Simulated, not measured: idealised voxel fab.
voxel tone inversion: a process module
cross-section cut | 155 nm wide | cells 5 nm
The cross-sections in this document take the form of a grid made of square cells. They are written out as bands, in order from top to bottom. Each band consists of one or more rows of cells.
The entry gives the band's vertical extent as a top height and a bottom height in nm, then its horizontal make-up as materials from left to right, each with a width in nm. "empty" stands for empty space; a single material marked "edge to edge" fills the band edge to edge.
Measure heights from 0. That's the level where, below it, the as-received wafer is all one material. The lowest band is bottomless and extends downward; write it as in "0 and below".
Quick explanation for "30 to 40": the width changes in equal steps down the rows of cells, from the first number in the band's top row to the second number in its bottom row.
It should be understood that the words "changes: none", when stated for a given step, signify that the cross-section underwent no change in any of its cells during that step.
Enclosed voids (no open way to top), threshold 8 cells or more, entry "Sealed voids", notation width x height at distance, distance from left edge, nm.
Text after the settings on a step's line: the simulator's own remark on that step.
The line of a step may include "overlay nm". On a step with a mask, this value is how far to the right of its planned place the mask lay. A negative value means the mask lay to the left.

LISTED BELOW ARE THE PROCESS STEPS AS PLANNED
1: op RECEIVE | material Si
2: op CONFORMAL_DEP | material SiN | thk nm 5
3: op DIRECTIONAL_DEP | material polySi | thk nm 25
4: op PATTERN | tone cover | mask id POSTS | material resist | width nm 15 | pitch nm 45 | thk nm 30 | overlay nm 0
5: op DIRECTIONAL_ETCH | etch materials polySi | depth nm 25
6: op STRIP | etch materials resist
7: op FILL_DEP | material SiO2 | thk nm 10
8: op CMP | height nm 30
9: op STRIP | etch materials polySi
10: op CONFORMAL_DEP | material TiN | thk nm 5
11: op FILL_DEP | material W | thk nm 10
12: op CMP | height nm 30
13: op CONFORMAL_DEP | material SiN | thk nm 5
The plan shows the width nm of step 4 as the first wafer had it; this setting differs between the wafers, which start out alike.

THE FIRST OF SEVERAL WAFERS IN CROSS-SECTION, EXACTLY AS IT REACHED US AFTER STEP 1
- 0 and below  Si edge to edge
- Sealed voids: none

LAST STEP OF THE MODULE IS STEP 13; AFTER IT, THE FIRST OF SEVERAL WAFERS IN CROSS-SECTION
- 35 down to 30  SiN edge to edge
- 30 down to 10  SiO2: 45; TiN: 5; W: 5; TiN: 5; SiO2: 30; TiN: 5; W: 5; TiN: 5; SiO2: 50
- 10 down to 5  SiO2: 45; TiN: 15; SiO2: 30; TiN: 15; SiO2: 50
- 5 down to 0  SiN edge to edge
- 0 and below  Si edge to edge
- Sealed voids: none

A CROSS-SECTION THROUGH THE LAST WAFER AT THE CLOSE OF THE MODULE
- 35 down to 30  SiN edge to edge
- 30 down to 10  SiO2: 40; TiN: 5; W: 20; TiN: 5; SiO2: 15; TiN: 5; W: 20; TiN: 5; SiO2: 40
- 10 down to 5  SiO2: 40; TiN: 30; SiO2: 15; TiN: 30; SiO2: 40
- 5 down to 0  SiN edge to edge
- 0 and below  Si edge to edge
- Sealed voids: none

PER WAFER, END OF MODULE: CELLS GAINED (+) OR LOST (-) PER MATERIAL SINCE RECEIPT, THEN CLOSED VOIDS
width nm 15 | +62 SiN | +125 SiO2 | +22 TiN | +8 W | Sealed voids: none
width nm 20 | +62 SiN | +115 SiO2 | +24 TiN | +16 W | Sealed voids: none
width nm 25 | +62 SiN | +105 SiO2 | +26 TiN | +24 W | Sealed voids: none
width nm 30 | +62 SiN | +95 SiO2 | +28 TiN | +32 W | Sealed voids: none
